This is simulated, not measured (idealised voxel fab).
Title: Process Module voxel gate over fins
FYI the section here is cut, 230 nm wide, cells are 5 nm squares.
In what follows, cross-sections appear as grids of square cells, described through bands that run from the top down, where every band is one or more rows of cells. A band entry consists of two parts. The first gives the height of the band's top and the height of its bottom, in nm. The rest lists the band's materials from left to right, each with its width in nm. A single material labelled with the word "all across" fills the band from edge to edge, and the word "blank" marks empty space. Heights are reckoned from 0. Under this level, the received wafer is all of one material. The bottommost band is open-ended downward, for example "top 0, no bottom". Width spec "30..40" -> top row of cells at first value, bottom row at second value, equal per-row change in between. "no alteration" -> step changed no cross-section cell. Listed in "Unvented voids": every empty space of 8 or more cells without an open way to the top. Form: width x height at distance, the distance being from the left edge, all in nm. What comes after the settings on a step's line is commentary from the simulator itself on that step. The line of a step may include "overlay nm". On a step with a mask, this value is how far to the right of its planned place the mask lay. A negative value means the mask lay to the left. How should the pairs below be read? Each gives the cross-section before one process step and the cross-section after it, the latter drawn only to the lowest band that changed; the step that lies between them, with its settings, appears under the pair. Does a pair pick up where the pair above left off? Only where its entry headed "Preceding state" says so, since pairs can come from different runs of this module on the same starting wafer.

**Preceding state**
    top 0, no bottom | Si all across
    Unvented voids: none

**Post-Step Appearance**
    top 5, bottom 0 | SiN all across
    Under 0: no change, same as before.
    Unvented voids: none
What sits between those two cross-sections? CONFORMAL_DEP: material SiN, thk nm 5

Preceding state: identical to the post-step cross-section of the immediately preceding pair.

**Post-Step Appearance**
    top 25, bottom 5 | blank 55 nm; resist 15 nm; blank 35 nm; resist 15 nm; blank 35 nm; resist 15 nm; blank 60 nm
    Under 5: no change, same as before.
    Unvented voids: none
What sits between those two cross-sections? PATTERN: tone cover, mask id FINS, material resist, width nm 15, pitch nm 50, thk nm 20, overlay nm 0

Preceding state: identical to the post-step cross-section of the immediately preceding pair.

**Post-Step Appearance**
    top 25, bottom 5 | blank 55 nm; resist 15 nm; blank 35 nm; resist 15 nm; blank 35 nm; resist 15 nm; blank 60 nm
    top 5, bottom 0 | blank 55 nm; SiN 15 nm; blank 35 nm; SiN 15 nm; blank 35 nm; SiN 15 nm; blank 60 nm
    Under 0: no change, same as before.
    Unvented voids: none
What sits between those two cross-sections? DIRECTIONAL_ETCH: etch materials SiN, depth nm 5

Preceding state: identical to the post-step cross-section of the immediately preceding pair.

**Post-Step Appearance**
    top 25, bottom 5 | blank 55 nm; resist 15 nm; blank 35 nm; resist 15 nm; blank 35 nm; resist 15 nm; blank 60 nm
    top 5, bottom 0 | blank 55 nm; SiN 15 nm; blank 35 nm; SiN 15 nm; blank 35 nm; SiN 15 nm; blank 60 nm
    top 0, bottom -40 | blank 55 nm; Si 15 nm; blank 35 nm; Si 15 nm; blank 35 nm; Si 15 nm; blank 60 nm
    Under -40: no change, same as before.
    Unvented voids: none
What sits between those two cross-sections? DIRECTIONAL_ETCH: etch materials Si, depth nm 40

Preceding state: identical to the post-step cross-section of the immediately preceding pair.

**Post-Step Appearance**
    top 5, bottom 0 | blank 55 nm; SiN 15 nm; blank 35 nm; SiN 15 nm; blank 35 nm; SiN 15 nm; blank 60 nm
    Under 0: no change, same as before.
    Unvented voids: none
What sits between those two cross-sections? STRIP: etch materials resist

Preceding state: identical to the post-step cross-section of the immediately preceding pair.

**Post-Step Appearance**
    top 20, bottom 5 | SiO2 all across
    top 5, bottom 0 | SiO2 55 nm; SiN 15 nm; SiO2 35 nm; SiN 15 nm; SiO2 35 nm; SiN 15 nm; SiO2 60 nm
    top 0, bottom -40 | SiO2 55 nm; Si 15 nm; SiO2 35 nm; Si 15 nm; SiO2 35 nm; Si 15 nm; SiO2 60 nm
    Under -40: no change, same as before.
    Unvented voids: none
What sits between those two cross-sections? FILL_DEP: material SiO2, thk nm 15

Preceding state: identical to the post-step cross-section of the immediately preceding pair.

**Post-Step Appearance**
    top 5, bottom 0 | SiO2 55 nm; SiN 15 nm; SiO2 35 nm; SiN 15 nm; SiO2 35 nm; SiN 15 nm; SiO2 60 nm
    Under 0: no change, same as before.
    Unvented voids: none
What sits between those two cross-sections? CMP: height nm 5

Preceding state: identical to the post-step cross-section of the immediately preceding pair.

**Post-Step Appearance**
    top 25, bottom 5 | resist 80 nm; blank 15 nm; resist 135 nm
    Under 5: no change, same as before.
    Unvented voids: none
What sits between those two cross-sections? PATTERN: tone open, mask id RAIL, material resist, width nm 15, thk nm 20, overlay nm 0

Preceding state: identical to the post-step cross-section of the immediately preceding pair.

**Post-Step Appearance**
    top 25, bottom 5 | resist 80 nm; blank 15 nm; resist 135 nm
    top 5, bottom 0 | SiO2 55 nm; SiN 15 nm; SiO2 10 nm; blank 15 nm; SiO2 10 nm; SiN 15 nm; SiO2 35 nm; SiN 15 nm; SiO2 60 nm
    top 0, bottom -35 | SiO2 55 nm; Si 15 nm; SiO2 10 nm; blank 15 nm; SiO2 10 nm; Si 15 nm; SiO2 35 nm; Si 15 nm; SiO2 60 nm
    Under -35: no change, same as before.
    Unvented voids: none
What sits between those two cross-sections? DIRECTIONAL_ETCH: etch materials SiO2, depth nm 40

Preceding state: identical to the post-step cross-section of the immediately preceding pair.

**Post-Step Appearance**
    top 5, bottom 0 | SiO2 55 nm; SiN 15 nm; SiO2 10 nm; blank 15 nm; SiO2 10 nm; SiN 15 nm; SiO2 35 nm; SiN 15 nm; SiO2 60 nm
    Under 0: no change, same as before.
    Unvented voids: none
What sits between those two cross-sections? STRIP: etch materials resist

Preceding state: identical to the post-step cross-section of the immediately preceding pair.

**Post-Step Appearance**
    top 10, bottom 5 | TiN 85 nm; blank 5 nm; TiN 140 nm
    top 5, bottom 0 | SiO2 55 nm; SiN 15 nm; SiO2 10 nm; TiN 5 nm; blank 5 nm; TiN 5 nm; SiO2 10 nm; SiN 15 nm; SiO2 35 nm; SiN 15 nm; SiO2 60 nm
    top 0, bottom -30 | SiO2 55 nm; Si 15 nm; SiO2 10 nm; TiN 5 nm; blank 5 nm; TiN 5 nm; SiO2 10 nm; Si 15 nm; SiO2 35 nm; Si 15 nm; SiO2 60 nm
    top -30, bottom -35 | SiO2 55 nm; Si 15 nm; SiO2 10 nm; TiN 15 nm; SiO2 10 nm; Si 15 nm; SiO2 35 nm; Si 15 nm; SiO2 60 nm
    Under -35: no change, same as before.
    Unvented voids: none
What sits between those two cross-sections? CONFORMAL_DEP: material TiN, thk nm 5

Preceding state: identical to the post-step cross-section of the immediately preceding pair.

**Post-Step Appearance**
    top 15, bottom 10 | Ru all across
    top 10, bottom 5 | TiN 85 nm; Ru 5 nm; TiN 140 nm
    top 5, bottom 0 | SiO2 55 nm; SiN 15 nm; SiO2 10 nm; TiN 5 nm; Ru 5 nm; TiN 5 nm; SiO2 10 nm; SiN 15 nm; SiO2 35 nm; SiN 15 nm; SiO2 60 nm
    top 0, bottom -30 | SiO2 55 nm; Si 15 nm; SiO2 10 nm; TiN 5 nm; Ru 5 nm; TiN 5 nm; SiO2 10 nm; Si 15 nm; SiO2 35 nm; Si 15 nm; SiO2 60 nm
    Under -30: no change, same as before.
    Unvented voids: none
What sits between those two cross-sections? FILL_DEP: material Ru, thk nm 5

Preceding state: identical to the post-step cross-section of the immediately preceding pair.

**Post-Step Appearance**
    top 5, bottom 0 | SiO2 55 nm; SiN 15 nm; SiO2 10 nm; TiN 5 nm; Ru 5 nm; TiN 5 nm; SiO2 10 nm; SiN 15 nm; SiO2 35 nm; SiN 15 nm; SiO2 60 nm
    Under 0: no change, same as before.
    Unvented voids: none
What sits between those two cross-sections? CMP: height nm 5

Preceding state: identical to the post-step cross-section of the immediately preceding pair.

**Post-Step Appearance**
    top 5, bottom 0 | SiO2 55 nm; SiN 15 nm; SiO2 10 nm; blank 15 nm; SiO2 10 nm; SiN 15 nm; SiO2 35 nm; SiN 15 nm; SiO2 60 nm
    top 0, bottom -20 | SiO2 55 nm; Si 15 nm; SiO2 10 nm; blank 15 nm; SiO2 10 nm; Si 15 nm; SiO2 35 nm; Si 15 nm; SiO2 60 nm
    Under -20: no change, same as before.
    Unvented voids: none
What sits between those two cross-sections? SELECTIVE_ETCH: etch materials W Ru TiN, depth nm 25

Preceding state: identical to the post-step cross-section of the immediately preceding pair.

**Post-Step Appearance**
    top 10, bottom 5 | SiO2 all across
    top 5, bottom 0 | SiO2 55 nm; SiN 15 nm; SiO2 35 nm; SiN 15 nm; SiO2 35 nm; SiN 15 nm; SiO2 60 nm
    top 0, bottom -20 | SiO2 55 nm; Si 15 nm; SiO2 35 nm; Si 15 nm; SiO2 35 nm; Si 15 nm; SiO2 60 nm
    Under -20: no change, same as before.
    Unvented voids: none
What sits between those two cross-sections? FILL_DEP: material SiO2, thk nm 5

Preceding state: identical to the post-step cross-section of the immediately preceding pair.

**Post-Step Appearance**
    top 5, bottom 0 | SiO2 55 nm; SiN 15 nm; SiO2 35 nm; SiN 15 nm; SiO2 35 nm; SiN 15 nm; SiO2 60 nm
    Under 0: no change, same as before.
    Unvented voids: none
What sits between those two cross-sections? CMP: height nm 5

Preceding state: identical to the post-step cross-section of the immediately preceding pair.

**Post-Step Appearance**
    top 5, bottom 0 | blank 55 nm; SiN 15 nm; blank 35 nm; SiN 15 nm; blank 35 nm; SiN 15 nm; blank 60 nm
    top 0, bottom -10 | blank 55 nm; Si 15 nm; blank 35 nm; Si 15 nm; blank 35 nm; Si 15 nm; blank 60 nm
    Under -10: no change, same as before.
    Unvented voids: none
What sits between those two cross-sections? SELECTIVE_ETCH: etch materials SiO2, depth nm 15

Preceding state: identical to the post-step cross-section of the immediately preceding pair.

**Post-Step Appearance**
    top 0, bottom -10 | blank 55 nm; Si 15 nm; blank 35 nm; Si 15 nm; blank 35 nm; Si 15 nm; blank 60 nm
    Under -10: no change, same as before.
    Unvented voids: none
What sits between those two cross-sections? STRIP: etch materials SiN

Preceding state: identical to the post-step cross-section of the immediately preceding pair.

**Post-Step Appearance**
    top 5, bottom 0 | blank 50 nm; HfO2 25 nm; blank 25 nm; HfO2 25 nm; blank 25 nm; HfO2 25 nm; blank 55 nm
    top 0, bottom -5 | blank 50 nm; HfO2 5 nm; Si 15 nm; HfO2 5 nm; blank 25 nm; HfO2 5 nm; Si 15 nm; HfO2 5 nm; blank 25 nm; HfO2 5 nm; Si 15 nm; HfO2 5 nm; blank 55 nm
    top -5, bottom -10 | HfO2 55 nm; Si 15 nm; HfO2 35 nm; Si 15 nm; HfO2 35 nm; Si 15 nm; HfO2 60 nm
    Under -10: no change, same as before.
    Unvented voids: none
What sits between those two cross-sections? CONFORMAL_DEP: material HfO2, thk nm 5

Preceding state: identical to the post-step cross-section of the immediately preceding pair.

**Post-Step Appearance**
    top 10, bottom 5 | blank 45 nm; TiN 35 nm; blank 15 nm; TiN 35 nm; blank 15 nm; TiN 35 nm; blank 50 nm
    top 5, bottom 0 | blank 45 nm; TiN 5 nm; HfO2 25 nm; TiN 5 nm; blank 15 nm; TiN 5 nm; HfO2 25 nm; TiN 5 nm; blank 15 nm; TiN 5 nm; HfO2 25 nm; TiN 5 nm; blank 50 nm
    top 0, bottom -5 | TiN 50 nm; HfO2 5 nm; Si 15 nm; HfO2 5 nm; TiN 25 nm; HfO2 5 nm; Si 15 nm; HfO2 5 nm; TiN 25 nm; HfO2 5 nm; Si 15 nm; HfO2 5 nm; TiN 55 nm
    Under -5: no change, same as before.
    Unvented voids: none
What sits between those two cross-sections? CONFORMAL_DEP: material TiN, thk nm 5

Preceding state: identical to the post-step cross-section of the immediately preceding pair.

**Post-Step Appearance**
    top 20, bottom 10 | W all across
    top 10, bottom 5 | W 45 nm; TiN 35 nm; W 15 nm; TiN 35 nm; W 15 nm; TiN 35 nm; W 50 nm
    top 5, bottom 0 | W 45 nm; TiN 5 nm; HfO2 25 nm; TiN 5 nm; W 15 nm; TiN 5 nm; HfO2 25 nm; TiN 5 nm; W 15 nm; TiN 5 nm; HfO2 25 nm; TiN 5 nm; W 50 nm
    Under 0: no change, same as before.
    Unvented voids: none
What sits between those two cross-sections? FILL_DEP: material W, thk nm 10

Preceding state: identical to the post-step cross-section of the immediately preceding pair.

**Post-Step Appearance**
    top 15, bottom 10 | W all across
    Under 10: no change, same as before.
    Unvented voids: none
What sits between those two cross-sections? CMP: height nm 15

Preceding state: identical to the post-step cross-section of the immediately preceding pair.

**Post-Step Appearance**
    top 25, bottom 15 | SiCN all across
    Under 15: no change, same as before.
    Unvented voids: none
What sits between those two cross-sections? CONFORMAL_DEP: material SiCN, thk nm 10

**Preceding state**
    top 0, bottom -10 | blank 55 nm; Si 15 nm; blank 35 nm; Si 15 nm; blank 35 nm; Si 15 nm; blank 60 nm
    top -10, bottom -20 | SiO2 55 nm; Si 15 nm; SiO2 35 nm; Si 15 nm; SiO2 35 nm; Si 15 nm; SiO2 60 nm
    top -20, bottom -30 | SiO2 55 nm; Si 15 nm; SiO2 10 nm; TiN 5 nm; Ru 5 nm; TiN 5 nm; SiO2 10 nm; Si 15 nm; SiO2 35 nm; Si 15 nm; SiO2 60 nm
    top -30, bottom -35 | SiO2 55 nm; Si 15 nm; SiO2 10 nm; TiN 15 nm; SiO2 10 nm; Si 15 nm; SiO2 35 nm; Si 15 nm; SiO2 60 nm
    top -35, bottom -40 | SiO2 55 nm; Si 15 nm; SiO2 35 nm; Si 15 nm; SiO2 35 nm; Si 15 nm; SiO2 60 nm
    top -40, no bottom | Si all across
    Unvented voids: none

**Post-Step Appearance**
    top 5, bottom 0 | blank 50 nm; TiN 25 nm; blank 25 nm; TiN 25 nm; blank 25 nm; TiN 25 nm; blank 55 nm
    top 0, bottom -5 | blank 50 nm; TiN 5 nm; Si 15 nm; TiN 5 nm; blank 25 nm; TiN 5 nm; Si 15 nm; TiN 5 nm; blank 25 nm; TiN 5 nm; Si 15 nm; TiN 5 nm; blank 55 nm
    top -5, bottom -10 | TiN 55 nm; Si 15 nm; TiN 35 nm; Si 15 nm; TiN 35 nm; Si 15 nm; TiN 60 nm
    Under -10: no change, same as before.
    Unvented voids: none
What sits between those two cross-sections? CONFORMAL_DEP: material TiN, thk nm 5

Preceding state: identical to the post-step cross-section of the immediately preceding pair.

**Post-Step Appearance**
    top 15, bottom 5 | W all across
    top 5, bottom 0 | W 50 nm; TiN 25 nm; W 25 nm; TiN 25 nm; W 25 nm; TiN 25 nm; W 55 nm
    top 0, bottom -5 | W 50 nm; TiN 5 nm; Si 15 nm; TiN 5 nm; W 25 nm; TiN 5 nm; Si 15 nm; TiN 5 nm; W 25 nm; TiN 5 nm; Si 15 nm; TiN 5 nm; W 55 nm
    Under -5: no change, same as before.
    Unvented voids: none
What sits between those two cross-sections? FILL_DEP: material W, thk nm 10

Preceding state: identical to the post-step cross-section of the immediately preceding pair.

**Post-Step Appearance**
    top 25, bottom 15 | SiCN all across
    Under 15: no change, same as before.
    Unvented voids: none
What sits between those two cross-sections? CONFORMAL_DEP: material SiCN, thk nm 10

**Preceding state**
    top 5, bottom 0 | blank 55 nm; SiN 15 nm; blank 35 nm; SiN 15 nm; blank 35 nm; SiN 15 nm; blank 60 nm
    top 0, bottom -10 | blank 55 nm; Si 15 nm; blank 35 nm; Si 15 nm; blank 35 nm; Si 15 nm; blank 60 nm
    top -10, bottom -20 | SiO2 55 nm; Si 15 nm; SiO2 35 nm; Si 15 nm; SiO2 35 nm; Si 15 nm; SiO2 60 nm
    top -20, bottom -30 | SiO2 55 nm; Si 15 nm; SiO2 10 nm; TiN 5 nm; Ru 5 nm; TiN 5 nm; SiO2 10 nm; Si 15 nm; SiO2 35 nm; Si 15 nm; SiO2 60 nm
    top -30, bottom -35 | SiO2 55 nm; Si 15 nm; SiO2 10 nm; TiN 15 nm; SiO2 10 nm; Si 15 nm; SiO2 35 nm; Si 15 nm; SiO2 60 nm
    top -35, bottom -40 | SiO2 55 nm; Si 15 nm; SiO2 35 nm; Si 15 nm; SiO2 35 nm; Si 15 nm; SiO2 60 nm
    top -40, no bottom | Si all across
    Unvented voids: none

**Post-Step Appearance**
    top 5, bottom 0 | blank 55 nm; SiN 15 nm; blank 35 nm; SiN 15 nm; blank 35 nm; SiN 15 nm; blank 60 nm
    top 0, bottom -20 | blank 55 nm; Si 15 nm; blank 35 nm; Si 15 nm; blank 35 nm; Si 15 nm; blank 60 nm
    top -20, bottom -25 | blank 55 nm; Si 15 nm; blank 10 nm; TiN 5 nm; Ru 5 nm; TiN 5 nm; blank 10 nm; Si 15 nm; blank 35 nm; Si 15 nm; blank 60 nm
    Under -25: no change, same as before.
    Unvented voids: none
What sits between those two cross-sections? SELECTIVE_ETCH: etch materials SiO2, depth nm 15

Preceding state: identical to the post-step cross-section of the immediately preceding pair.

**Post-Step Appearance**
    top 0, bottom -20 | blank 55 nm; Si 15 nm; blank 35 nm; Si 15 nm; blank 35 nm; Si 15 nm; blank 60 nm
    Under -20: no change, same as before.
    Unvented voids: none
What sits between those two cross-sections? STRIP: etch materials SiN

Preceding state: identical to the post-step cross-section of the immediately preceding pair.

**Post-Step Appearance**
    top 5, bottom 0 | blank 50 nm; HfO2 25 nm; blank 25 nm; HfO2 25 nm; blank 25 nm; HfO2 25 nm; blank 55 nm
    top 0, bottom -15 | blank 50 nm; HfO2 5 nm; Si 15 nm; HfO2 5 nm; blank 25 nm; HfO2 5 nm; Si 15 nm; HfO2 5 nm; blank 25 nm; HfO2 5 nm; Si 15 nm; HfO2 5 nm; blank 55 nm
    top -15, bottom -20 | blank 50 nm; HfO2 5 nm; Si 15 nm; HfO2 35 nm; Si 15 nm; HfO2 5 nm; blank 25 nm; HfO2 5 nm; Si 15 nm; HfO2 5 nm; blank 55 nm
    top -20, bottom -25 | HfO2 55 nm; Si 15 nm; HfO2 10 nm; TiN 5 nm; Ru 5 nm; TiN 5 nm; HfO2 10 nm; Si 15 nm; HfO2 35 nm; Si 15 nm; HfO2 60 nm
    Under -25: no change, same as before.
    Unvented voids: none
What sits between those two cross-sections? CONFORMAL_DEP: material HfO2, thk nm 5

Preceding state: identical to the post-step cross-section of the immediately preceding pair.

**Post-Step Appearance**
    top 10, bottom 5 | blank 45 nm; TiN 35 nm; blank 15 nm; TiN 35 nm; blank 15 nm; TiN 35 nm; blank 50 nm
    top 5, bottom 0 | blank 45 nm; TiN 5 nm; HfO2 25 nm; TiN 5 nm; blank 15 nm; TiN 5 nm; HfO2 25 nm; TiN 5 nm; blank 15 nm; TiN 5 nm; HfO2 25 nm; TiN 5 nm; blank 50 nm
    top 0, bottom -10 | blank 45 nm; TiN 5 nm; HfO2 5 nm; Si 15 nm; HfO2 5 nm; TiN 5 nm; blank 15 nm; TiN 5 nm; HfO2 5 nm; Si 15 nm; HfO2 5 nm; TiN 5 nm; blank 15 nm; TiN 5 nm; HfO2 5 nm; Si 15 nm; HfO2 5 nm; TiN 5 nm; blank 50 nm
    top -10, bottom -15 | blank 45 nm; TiN 5 nm; HfO2 5 nm; Si 15 nm; HfO2 5 nm; TiN 25 nm; HfO2 5 nm; Si 15 nm; HfO2 5 nm; TiN 5 nm; blank 15 nm; TiN 5 nm; HfO2 5 nm; Si 15 nm; HfO2 5 nm; TiN 5 nm; blank 50 nm
    top -15, bottom -20 | TiN 50 nm; HfO2 5 nm; Si 15 nm; HfO2 35 nm; Si 15 nm; HfO2 5 nm; TiN 25 nm; HfO2 5 nm; Si 15 nm; HfO2 5 nm; TiN 55 nm
    Under -20: no change, same as before.
    Unvented voids: none
What sits between those two cross-sections? CONFORMAL_DEP: material TiN, thk nm 5

Preceding state: identical to the post-step cross-section of the immediately preceding pair.

**Post-Step Appearance**
    top 20, bottom 10 | W all across
    top 10, bottom 5 | W 45 nm; TiN 35 nm; W 15 nm; TiN 35 nm; W 15 nm; TiN 35 nm; W 50 nm
    top 5, bottom 0 | W 45 nm; TiN 5 nm; HfO2 25 nm; TiN 5 nm; W 15 nm; TiN 5 nm; HfO2 25 nm; TiN 5 nm; W 15 nm; TiN 5 nm; HfO2 25 nm; TiN 5 nm; W 50 nm
    top 0, bottom -10 | W 45 nm; TiN 5 nm; HfO2 5 nm; Si 15 nm; HfO2 5 nm; TiN 5 nm; W 15 nm; TiN 5 nm; HfO2 5 nm; Si 15 nm; HfO2 5 nm; TiN 5 nm; W 15 nm; TiN 5 nm; HfO2 5 nm; Si 15 nm; HfO2 5 nm; TiN 5 nm; W 50 nm
    top -10, bottom -15 | W 45 nm; TiN 5 nm; HfO2 5 nm; Si 15 nm; HfO2 5 nm; TiN 25 nm; HfO2 5 nm; Si 15 nm; HfO2 5 nm; TiN 5 nm; W 15 nm; TiN 5 nm; HfO2 5 nm; Si 15 nm; HfO2 5 nm; TiN 5 nm; W 50 nm
    Under -15: no change, same as before.
    Unvented voids: none
What sits between those two cross-sections? FILL_DEP: material W, thk nm 10

Preceding state: identical to the post-step cross-section of the immediately preceding pair.

**Post-Step Appearance**
    top 15, bottom 10 | W all across
    Under 10: no change, same as before.
    Unvented voids: none
What sits between those two cross-sections? CMP: height nm 15

Preceding state: identical to the post-step cross-section of the immediately preceding pair.

**Post-Step Appearance**
    top 25, bottom 15 | SiCN all across
    Under 15: no change, same as before.
    Unvented voids: none
What sits between those two cross-sections? CONFORMAL_DEP: material SiCN, thk nm 10

**Preceding state**
    top 5, bottom 0 | blank 50 nm; TiN 25 nm; blank 25 nm; TiN 25 nm; blank 25 nm; TiN 25 nm; blank 55 nm
    top 0, bottom -5 | blank 50 nm; TiN 5 nm; Si 15 nm; TiN 5 nm; blank 25 nm; TiN 5 nm; Si 15 nm; TiN 5 nm; blank 25 nm; TiN 5 nm; Si 15 nm; TiN 5 nm; blank 55 nm
    top -5, bottom -10 | TiN 55 nm; Si 15 nm; TiN 35 nm; Si 15 nm; TiN 35 nm; Si 15 nm; TiN 60 nm
    top -10, bottom -20 | SiO2 55 nm; Si 15 nm; SiO2 35 nm; Si 15 nm; SiO2 35 nm; Si 15 nm; SiO2 60 nm
    top -20, bottom -30 | SiO2 55 nm; Si 15 nm; SiO2 10 nm; TiN 5 nm; Ru 5 nm; TiN 5 nm; SiO2 10 nm; Si 15 nm; SiO2 35 nm; Si 15 nm; SiO2 60 nm
    top -30, bottom -35 | SiO2 55 nm; Si 15 nm; SiO2 10 nm; TiN 15 nm; SiO2 10 nm; Si 15 nm; SiO2 35 nm; Si 15 nm; SiO2 60 nm
    top -35, bottom -40 | SiO2 55 nm; Si 15 nm; SiO2 35 nm; Si 15 nm; SiO2 35 nm; Si 15 nm; SiO2 60 nm
    top -40, no bottom | Si all across
    Unvented voids: none

**Post-Step Appearance**
    top 10, bottom 5 | blank 45 nm; HfO2 35 nm; blank 15 nm; HfO2 35 nm; blank 15 nm; HfO2 35 nm; blank 50 nm
    top 5, bottom 0 | blank 45 nm; HfO2 5 nm; TiN 25 nm; HfO2 5 nm; blank 15 nm; HfO2 5 nm; TiN 25 nm; HfO2 5 nm; blank 15 nm; HfO2 5 nm; TiN 25 nm; HfO2 5 nm; blank 50 nm
    top 0, bottom -5 | HfO2 50 nm; TiN 5 nm; Si 15 nm; TiN 5 nm; HfO2 25 nm; TiN 5 nm; Si 15 nm; TiN 5 nm; HfO2 25 nm; TiN 5 nm; Si 15 nm; TiN 5 nm; HfO2 55 nm
    Under -5: no change, same as before.
    Unvented voids: none
What sits between those two cross-sections? CONFORMAL_DEP: material HfO2, thk nm 5

Preceding state: identical to the post-step cross-section of the immediately preceding pair.

**Post-Step Appearance**
    top 20, bottom 10 | W all across
    top 10, bottom 5 | W 45 nm; HfO2 35 nm; W 15 nm; HfO2 35 nm; W 15 nm; HfO2 35 nm; W 50 nm
    top 5, bottom 0 | W 45 nm; HfO2 5 nm; TiN 25 nm; HfO2 5 nm; W 15 nm; HfO2 5 nm; TiN 25 nm; HfO2 5 nm; W 15 nm; HfO2 5 nm; TiN 25 nm; HfO2 5 nm; W 50 nm
    Under 0: no change, same as before.
    Unvented voids: none
What sits between those two cross-sections? FILL_DEP: material W, thk nm 10

Preceding state: identical to the post-step cross-section of the immediately preceding pair.

**Post-Step Appearance**
    top 15, bottom 10 | W all across
    Under 10: no change, same as before.
    Unvented voids: none
What sits between those two cross-sections? CMP: height nm 15

Preceding state: identical to the post-step cross-section of the immediately preceding pair.

**Post-Step Appearance**
    top 25, bottom 15 | SiCN all across
    Under 15: no change, same as before.
    Unvented voids: none
What sits between those two cross-sections? CONFORMAL_DEP: material SiCN, thk nm 10

**Preceding state**
    top 10, bottom 5 | SiO2 all across
    top 5, bottom 0 | SiO2 55 nm; SiN 15 nm; SiO2 35 nm; SiN 15 nm; SiO2 35 nm; SiN 15 nm; SiO2 60 nm
    top 0, bottom -20 | SiO2 55 nm; Si 15 nm; SiO2 35 nm; Si 15 nm; SiO2 35 nm; Si 15 nm; SiO2 60 nm
    top -20, bottom -30 | SiO2 55 nm; Si 15 nm; SiO2 10 nm; TiN 5 nm; Ru 5 nm; TiN 5 nm; SiO2 10 nm; Si 15 nm; SiO2 35 nm; Si 15 nm; SiO2 60 nm
    top -30, bottom -35 | SiO2 55 nm; Si 15 nm; SiO2 10 nm; TiN 15 nm; SiO2 10 nm; Si 15 nm; SiO2 35 nm; Si 15 nm; SiO2 60 nm
    top -35, bottom -40 | SiO2 55 nm; Si 15 nm; SiO2 35 nm; Si 15 nm; SiO2 35 nm; Si 15 nm; SiO2 60 nm
    top -40, no bottom | Si all across
    Unvented voids: none

**Post-Step Appearance**
    top -5, bottom -20 | SiO2 55 nm; Si 15 nm; SiO2 35 nm; Si 15 nm; SiO2 35 nm; Si 15 nm; SiO2 60 nm
    Under -20: no change, same as before.
    Unvented voids: none
What sits between those two cross-sections? CMP: height nm -5

Preceding state: identical to the post-step cross-section of the immediately preceding pair.

**Post-Step Appearance**
    top -5, bottom -20 | blank 55 nm; Si 15 nm; blank 35 nm; Si 15 nm; blank 35 nm; Si 15 nm; blank 60 nm
    Under -20: no change, same as before.
    Unvented voids: none
What sits between those two cross-sections? SELECTIVE_ETCH: etch materials SiO2, depth nm 15

Preceding state: identical to the post-step cross-section of the immediately preceding pair.

**Post-Step Appearance**
    top 0, bottom -5 | blank 50 nm; HfO2 25 nm; blank 25 nm; HfO2 25 nm; blank 25 nm; HfO2 25 nm; blank 55 nm
    top -5, bottom -15 | blank 50 nm; HfO2 5 nm; Si 15 nm; HfO2 5 nm; blank 25 nm; HfO2 5 nm; Si 15 nm; HfO2 5 nm; blank 25 nm; HfO2 5 nm; Si 15 nm; HfO2 5 nm; blank 55 nm
    top -15, bottom -20 | HfO2 55 nm; Si 15 nm; HfO2 35 nm; Si 15 nm; HfO2 35 nm; Si 15 nm; HfO2 60 nm
    Under -20: no change, same as before.
    Unvented voids: none
What sits between those two cross-sections? CONFORMAL_DEP: material HfO2, thk nm 5

Preceding state: identical to the post-step cross-section of the immediately preceding pair.

**Post-Step Appearance**
    top 5, bottom 0 | blank 45 nm; TiN 35 nm; blank 15 nm; TiN 35 nm; blank 15 nm; TiN 35 nm; blank 50 nm
    top 0, bottom -5 | blank 45 nm; TiN 5 nm; HfO2 25 nm; TiN 5 nm; blank 15 nm; TiN 5 nm; HfO2 25 nm; TiN 5 nm; blank 15 nm; TiN 5 nm; HfO2 25 nm; TiN 5 nm; blank 50 nm
    top -5, bottom -10 | blank 45 nm; TiN 5 nm; HfO2 5 nm; Si 15 nm; HfO2 5 nm; TiN 5 nm; blank 15 nm; TiN 5 nm; HfO2 5 nm; Si 15 nm; HfO2 5 nm; TiN 5 nm; blank 15 nm; TiN 5 nm; HfO2 5 nm; Si 15 nm; HfO2 5 nm; TiN 5 nm; blank 50 nm
    top -10, bottom -15 | TiN 50 nm; HfO2 5 nm; Si 15 nm; HfO2 5 nm; TiN 25 nm; HfO2 5 nm; Si 15 nm; HfO2 5 nm; TiN 25 nm; HfO2 5 nm; Si 15 nm; HfO2 5 nm; TiN 55 nm
    Under -15: no change, same as before.
    Unvented voids: none
What sits between those two cross-sections? CONFORMAL_DEP: material TiN, thk nm 5

Preceding state: identical to the post-step cross-section of the immediately preceding pair.

**Post-Step Appearance**
    top 15, bottom 5 | W all across
    top 5, bottom 0 | W 45 nm; TiN 35 nm; W 15 nm; TiN 35 nm; W 15 nm; TiN 35 nm; W 50 nm
    top 0, bottom -5 | W 45 nm; TiN 5 nm; HfO2 25 nm; TiN 5 nm; W 15 nm; TiN 5 nm; HfO2 25 nm; TiN 5 nm; W 15 nm; TiN 5 nm; HfO2 25 nm; TiN 5 nm; W 50 nm
    top -5, bottom -10 | W 45 nm; TiN 5 nm; HfO2 5 nm; Si 15 nm; HfO2 5 nm; TiN 5 nm; W 15 nm; TiN 5 nm; HfO2 5 nm; Si 15 nm; HfO2 5 nm; TiN 5 nm; W 15 nm; TiN 5 nm; HfO2 5 nm; Si 15 nm; HfO2 5 nm; TiN 5 nm; W 50 nm
    Under -10: no change, same as before.
    Unvented voids: none
What sits between those two cross-sections? FILL_DEP: material W, thk nm 10

Preceding state: identical to the post-step cross-section of the immediately preceding pair.

**Post-Step Appearance**
    top 25, bottom 15 | SiCN all across
    Under 15: no change, same as before.
    Unvented voids: none
What sits between those two cross-sections? CONFORMAL_DEP: material SiCN, thk nm 10

**Preceding state**
    top 5, bottom 0 | SiN all across
    top 0, no bottom | Si all across
    Unvented voids: none

**Post-Step Appearance**
    top 25, bottom 5 | blank 55 nm; resist 20 nm; blank 30 nm; resist 20 nm; blank 30 nm; resist 20 nm; blank 55 nm
    Under 5: no change, same as before.
    Unvented voids: none
What sits between those two cross-sections? PATTERN: tone cover, mask id FINS, material resist, width nm 20, pitch nm 50, thk nm 20, overlay nm 0

Preceding state: identical to the post-step cross-section of the immediately preceding pair.

**Post-Step Appearance**
    top 25, bottom 5 | blank 55 nm; resist 20 nm; blank 30 nm; resist 20 nm; blank 30 nm; resist 20 nm; blank 55 nm
    top 5, bottom 0 | blank 55 nm; SiN 20 nm; blank 30 nm; SiN 20 nm; blank 30 nm; SiN 20 nm; blank 55 nm
    Under 0: no change, same as before.
    Unvented voids: none
What sits between those two cross-sections? DIRECTIONAL_ETCH: etch materials SiN, depth nm 5
